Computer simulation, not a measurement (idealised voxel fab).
process module | voxel capacitor over wiring
cross-section cut | 160 nm wide | cells 5 nm
A cross-section is a grid of square cells, given in bands from the top down. A band is one or more rows of cells.
Each band's line starts with the height of the band's top and of its bottom, in nm. Then come its materials from left to right, each with its width in nm. One material with "throughout" fills the band from edge to edge. "air" is empty space.
Height 0 is the level under which the wafer as received is all one material. The lowest band goes on downwards, as in "0 down".
A width such as "30 to 40" changes by the same amount from each row of cells to the next, from the band's top row to its bottom row.
"no change" after a step means that no cell of the cross-section changed.
closed voids: empty space of 8 cells or more with no open way to the top, each as width x height at its distance from the left edge, in nm
after a step's settings: what the simulator itself notes on the step
overlay nm, on a step with a mask: how far to the right of its planned place the mask lay; to the left if negative
plan
1 op RECEIVE | material Si
2 op CONFORMAL_DEP | material SiO2 | thk nm 10
3 op CONFORMAL_DEP | material SiCN | thk nm 5
4 op DIRECTIONAL_DEP | material lowk | thk nm 15
5 op PATTERN | tone open | mask id METAL_1 | material resist | width nm 20 | pitch nm 85 | thk nm 20 | overlay nm 0
6 op DIRECTIONAL_ETCH | etch materials lowk | depth nm 15
7 op DIRECTIONAL_ETCH | etch materials SiCN | depth nm 5
8 op STRIP | etch materials resist
9 op CONFORMAL_DEP | material TiN | thk nm 5
10 op FILL_DEP | material Cu | thk nm 5
11 op CMP | height nm 30
12 op EPI | material Ru | thk nm 5
13 op FILL_DEP | material SiCN | thk nm 5
14 op DIRECTIONAL_DEP | material lowk | thk nm 10
15 op PATTERN | tone open | mask id PLUG_1 | material resist | width nm 15 | thk nm 15 | overlay nm 0
16 op DIRECTIONAL_ETCH | etch materials lowk | depth nm 10
17 op DIRECTIONAL_ETCH | etch materials SiCN | depth nm 5
18 op STRIP | etch materials resist
19 op EPI | material Ru | thk nm 10
20 op EPI | material Ru | thk nm 5
21 op DIRECTIONAL_DEP | material TiN | thk nm 10
22 op DIRECTIONAL_DEP | material SiN | thk nm 5
23 op DIRECTIONAL_DEP | material TiN | thk nm 5
24 op MASKED_ETCH | tone cover | mask id UPPER_PLATE | width nm 70 | etch materials TiN | depth nm 5 | overlay nm 0
25 op MASKED_ETCH | tone cover | mask id UPPER_PLATE | width nm 70 | etch materials SiN | depth nm 5 | overlay nm 0
26 op PATTERN | tone cover | mask id LOWER_PLATE | material resist | width nm 80 | thk nm 15 | overlay nm 0
27 op DIRECTIONAL_ETCH | etch materials TiN | depth nm 10
28 op STRIP | etch materials resist
29 op FILL_DEP | material SiO2 | thk nm 15
30 op CMP | height nm 80
31 op MASKED_ETCH | tone open | mask id PLUG_2 | width nm 15 | etch materials SiO2 | depth nm 10 | overlay nm 0
32 op CONFORMAL_DEP | material TiN | thk nm 5
33 op FILL_DEP | material W | thk nm 10
34 op CMP | height nm 80
35 op CONFORMAL_DEP | material SiN | thk nm 5
first wafer, as planned
as received, after step 1
  0 down: Si throughout
  closed voids: none
after step 2
  10 to 0: SiO2 throughout
  below 0: unchanged
after step 3
  15 to 10: SiCN throughout
  below 10: unchanged
after step 4
  30 to 15: lowk throughout
  below 15: unchanged
after step 5
  50 to 30: resist 25 | air 20 | resist 65 | air 20 | resist 30
  below 30: unchanged
after step 6
  50 to 30: resist 25 | air 20 | resist 65 | air 20 | resist 30
  30 to 15: lowk 25 | air 20 | lowk 65 | air 20 | lowk 30
  below 15: unchanged
after step 7
  50 to 30: resist 25 | air 20 | resist 65 | air 20 | resist 30
  30 to 15: lowk 25 | air 20 | lowk 65 | air 20 | lowk 30
  15 to 10: SiCN 25 | air 20 | SiCN 65 | air 20 | SiCN 30
  below 10: unchanged
after step 8
  30 to 15: lowk 25 | air 20 | lowk 65 | air 20 | lowk 30
  below 15: unchanged
after step 9
  35 to 30: TiN 30 | air 10 | TiN 75 | air 10 | TiN 35
  30 to 15: lowk 25 | TiN 5 | air 10 | TiN 5 | lowk 65 | TiN 5 | air 10 | TiN 5 | lowk 30
  15 to 10: SiCN 25 | TiN 20 | SiCN 65 | TiN 20 | SiCN 30
  below 10: unchanged
after step 10
  40 to 35: Cu throughout
  35 to 30: TiN 30 | Cu 10 | TiN 75 | Cu 10 | TiN 35
  30 to 15: lowk 25 | TiN 5 | Cu 10 | TiN 5 | lowk 65 | TiN 5 | Cu 10 | TiN 5 | lowk 30
  below 15: unchanged
after step 11
  30 to 15: lowk 25 | TiN 5 | Cu 10 | TiN 5 | lowk 65 | TiN 5 | Cu 10 | TiN 5 | lowk 30
  below 15: unchanged
after step 12
  35 to 30: air 20 | Ru 30 | air 55 | Ru 30 | air 25
  below 30: unchanged
after step 13
  40 to 35: SiCN throughout
  35 to 30: SiCN 20 | Ru 30 | SiCN 55 | Ru 30 | SiCN 25
  below 30: unchanged
after step 14
  50 to 40: lowk throughout
  below 40: unchanged
after step 15
  65 to 50: resist 30 | air 15 | resist 115
  below 50: unchanged
after step 16
  65 to 50: resist 30 | air 15 | resist 115
  50 to 40: lowk 30 | air 15 | lowk 115
  below 40: unchanged
after step 17
  65 to 50: resist 30 | air 15 | resist 115
  50 to 40: lowk 30 | air 15 | lowk 115
  40 to 35: SiCN 30 | air 15 | SiCN 115
  below 35: unchanged
after step 18
  50 to 40: lowk 30 | air 15 | lowk 115
  below 40: unchanged
after step 19
  50 to 45: lowk 30 | air 15 | lowk 115
  45 to 40: lowk 30 | Ru 15 | lowk 115
  40 to 35: SiCN 30 | Ru 15 | SiCN 115
  below 35: unchanged
after step 20
  50 to 40: lowk 30 | Ru 15 | lowk 115
  below 40: unchanged
after step 21
  60 to 50: TiN throughout
  below 50: unchanged
after step 22
  65 to 60: SiN throughout
  below 60: unchanged
after step 23
  70 to 65: TiN throughout
  below 65: unchanged
after step 24
  70 to 65: air 30 | TiN 70 | air 60
  below 65: unchanged
after step 25
  70 to 65: air 30 | TiN 70 | air 60
  65 to 60: air 30 | SiN 70 | air 60
  below 60: unchanged
after step 26
  85 to 70: air 25 | resist 80 | air 55
  70 to 65: air 25 | resist 5 | TiN 70 | resist 5 | air 55
  65 to 60: air 25 | resist 5 | SiN 70 | resist 5 | air 55
  below 60: unchanged
after step 27
  85 to 70: air 25 | resist 80 | air 55
  70 to 65: air 25 | resist 5 | TiN 70 | resist 5 | air 55
  65 to 60: air 25 | resist 5 | SiN 70 | resist 5 | air 55
  60 to 50: air 25 | TiN 80 | air 55
  below 50: unchanged
after step 28
  70 to 65: air 30 | TiN 70 | air 60
  65 to 60: air 30 | SiN 70 | air 60
  below 60: unchanged
after step 29
  85 to 70: SiO2 throughout
  70 to 65: SiO2 30 | TiN 70 | SiO2 60
  65 to 60: SiO2 30 | SiN 70 | SiO2 60
  60 to 50: SiO2 25 | TiN 80 | SiO2 55
  below 50: unchanged
after step 30
  80 to 70: SiO2 throughout
  below 70: unchanged
after step 31
  80 to 70: SiO2 40 | air 15 | SiO2 105
  below 70: unchanged
after step 32
  85 to 80: TiN 45 | air 5 | TiN 110
  80 to 75: SiO2 40 | TiN 5 | air 5 | TiN 5 | SiO2 105
  75 to 65: SiO2 40 to 30 | TiN 15 to 70 | SiO2 105 to 60
  below 65: unchanged
after step 33
  95 to 85: W throughout
  85 to 80: TiN 45 | W 5 | TiN 110
  80 to 75: SiO2 40 | TiN 5 | W 5 | TiN 5 | SiO2 105
  below 75: unchanged
after step 34
  80 to 75: SiO2 40 | TiN 5 | W 5 | TiN 5 | SiO2 105
  below 75: unchanged
after step 35
  85 to 80: SiN throughout
  below 80: unchanged
second wafer: like start, like plan, one mistake. Through step 14 it matches the first wafer
when step 15 should have ended
  65 to 50: resist 25 | air 25 | resist 110
  below 50: unchanged
when step 16 should have ended
  65 to 50: resist 25 | air 25 | resist 110
  50 to 40: lowk 25 | air 25 | lowk 110
  below 40: unchanged
when step 17 should have ended
  65 to 50: resist 25 | air 25 | resist 110
  50 to 40: lowk 25 | air 25 | lowk 110
  40 to 35: SiCN 25 | air 25 | SiCN 110
  below 35: unchanged
when step 18 should have ended
  50 to 40: lowk 25 | air 25 | lowk 110
  below 40: unchanged
when step 19 should have ended
  50 to 45: lowk 25 | air 25 | lowk 110
  45 to 40: lowk 25 | Ru 25 | lowk 110
  40 to 35: SiCN 25 | Ru 25 | SiCN 110
  below 35: unchanged
when step 20 should have ended
  50 to 40: lowk 25 | Ru 25 | lowk 110
  below 40: unchanged
when step 21 should have ended
  60 to 50: TiN throughout
  below 50: unchanged
when step 22 should have ended
  65 to 60: SiN throughout
  below 60: unchanged
when step 23 should have ended
  70 to 65: TiN throughout
  below 65: unchanged
when step 24 should have ended
  70 to 65: air 30 | TiN 70 | air 60
  below 65: unchanged
when step 25 should have ended
  70 to 65: air 30 | TiN 70 | air 60
  65 to 60: air 30 | SiN 70 | air 60
  below 60: unchanged
when step 26 should have ended
  85 to 70: air 25 | resist 80 | air 55
  70 to 65: air 25 | resist 5 | TiN 70 | resist 5 | air 55
  65 to 60: air 25 | resist 5 | SiN 70 | resist 5 | air 55
  below 60: unchanged
when step 27 should have ended
  85 to 70: air 25 | resist 80 | air 55
  70 to 65: air 25 | resist 5 | TiN 70 | resist 5 | air 55
  65 to 60: air 25 | resist 5 | SiN 70 | resist 5 | air 55
  60 to 50: air 25 | TiN 80 | air 55
  below 50: unchanged
when step 28 should have ended
  70 to 65: air 30 | TiN 70 | air 60
  65 to 60: air 30 | SiN 70 | air 60
  below 60: unchanged
when step 29 should have ended
  85 to 70: SiO2 throughout
  70 to 65: SiO2 30 | TiN 70 | SiO2 60
  65 to 60: SiO2 30 | SiN 70 | SiO2 60
  60 to 50: SiO2 25 | TiN 80 | SiO2 55
  below 50: unchanged
when step 30 should have ended
  80 to 70: SiO2 throughout
  below 70: unchanged
when step 31 should have ended
  80 to 70: SiO2 40 | air 15 | SiO2 105
  below 70: unchanged
when step 32 should have ended
  85 to 80: TiN 45 | air 5 | TiN 110
  80 to 75: SiO2 40 | TiN 5 | air 5 | TiN 5 | SiO2 105
  75 to 65: SiO2 40 to 30 | TiN 15 to 70 | SiO2 105 to 60
  below 65: unchanged
when step 33 should have ended
  95 to 85: W throughout
  85 to 80: TiN 45 | W 5 | TiN 110
  80 to 75: SiO2 40 | TiN 5 | W 5 | TiN 5 | SiO2 105
  below 75: unchanged
when step 34 should have ended
  80 to 75: SiO2 40 | TiN 5 | W 5 | TiN 5 | SiO2 105
  below 75: unchanged
when step 35 should have ended
  85 to 80: SiN throughout
  below 80: unchanged
what went wrong: step 15 ran as: op PATTERN | tone open | mask id PLUG_1 | material resist | width nm 25 | thk nm 15 | overlay nm 0
at the end the second wafer has, in cells: 6 more of Ru | 2 fewer of SiCN | 4 fewer of lowk
